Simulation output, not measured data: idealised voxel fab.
Name of the process module below: voxel fin reveal
For reference, the cross-section in this document is cut, with width 205 nm and square cells of 5 nm.
Heads up, the way a cross-section reads in here is a grid of square cells, handed over as bands from the top down, with every band being one or more rows of cells.
The entry gives the band's vertical extent as a top height and a bottom height in nm, then its horizontal make-up as materials from left to right, each with a width in nm. "empty" stands for empty space; a single material marked "throughout" fills the band edge to edge.
All heights in this document are referenced to 0, defined as the level beneath which the wafer, as received, consists entirely of one material. The lowest band is not bounded below; it extends indefinitely downward and is written in the form "from 0 down".
With a width like "30..40", each row of cells in the band differs from the next by the same amount, the top row carrying the first number and the bottom row the second.
"everything unchanged" after a step means that no cell of the cross-section changed.
"Entrapped voids" enumerates empty spaces isolated from the top, with no open way to it, that contain at least 8 cells, giving each as width x height at distance from the left edge, all three in nm.
Past the settings on a step's line: simulator remark, on that step.
When a step includes a mask, the "overlay nm" setting on its line states how far to the right of its planned place that mask lay, and negative values state how far to the left.
Intended process steps
step 1: RECEIVE, material Si
step 2: CONFORMAL_DEP, material SiN, thk nm 5
step 3: DIRECTIONAL_DEP, material aC, thk nm 10
step 4: PATTERN, tone cover, mask id FINS, material resist, width nm 15, pitch nm 40, thk nm 25, overlay nm 0
step 5: DIRECTIONAL_ETCH, etch materials aC, depth nm 10
step 6: STRIP, etch materials resist
step 7: DIRECTIONAL_ETCH, etch materials SiN, depth nm 5
step 8: DIRECTIONAL_ETCH, etch materials Si, depth nm 35
step 9: STRIP, etch materials aC
step 10: OXIDIZE, depth nm 5
step 11: FILL_DEP, material SiO2, thk nm 5
step 12: CMP, height nm 5
step 13: SELECTIVE_ETCH, etch materials SiO2, depth nm 15
step 14: STRIP, etch materials SiN
step 15: CONFORMAL_DEP, material SiO2, thk nm 5
Cross-section of the wafer as it came to us, i.e., already through step 1
from 0 down  Si throughout
Entrapped voids: none
Module complete, cross-section. Starting point and plan per above. One mistake made in running the module
from 5 to 0  35 empty, then 15 SiO2, then 25 empty, then 15 SiO2, then 25 empty, then 15 SiO2, then 25 empty, then 15 SiO2, then 35 empty
from 0 to -5  35 empty, then 5 SiO2, then 5 Si, then 5 SiO2, then 25 empty, then 5 SiO2, then 5 Si, then 5 SiO2, then 25 empty, then 5 SiO2, then 5 Si, then 5 SiO2, then 25 empty, then 5 SiO2, then 5 Si, then 5 SiO2, then 35 empty
from -5 to -10  25 SiO2, then 10 empty, then 5 SiO2, then 5 Si, then 5 SiO2, then 25 empty, then 5 SiO2, then 5 Si, then 5 SiO2, then 25 empty, then 5 SiO2, then 5 Si, then 5 SiO2, then 25 empty, then 5 SiO2, then 5 Si, then 5 SiO2, then 10 empty, then 25 SiO2
from -10 to -40  40 SiO2, then 5 Si, then 35 SiO2, then 5 Si, then 35 SiO2, then 5 Si, then 35 SiO2, then 5 Si, then 40 SiO2
from -40 down  Si throughout
Entrapped voids: none
So what did we get wrong on this run? order of steps 13 and 14 inverted relative to the plan
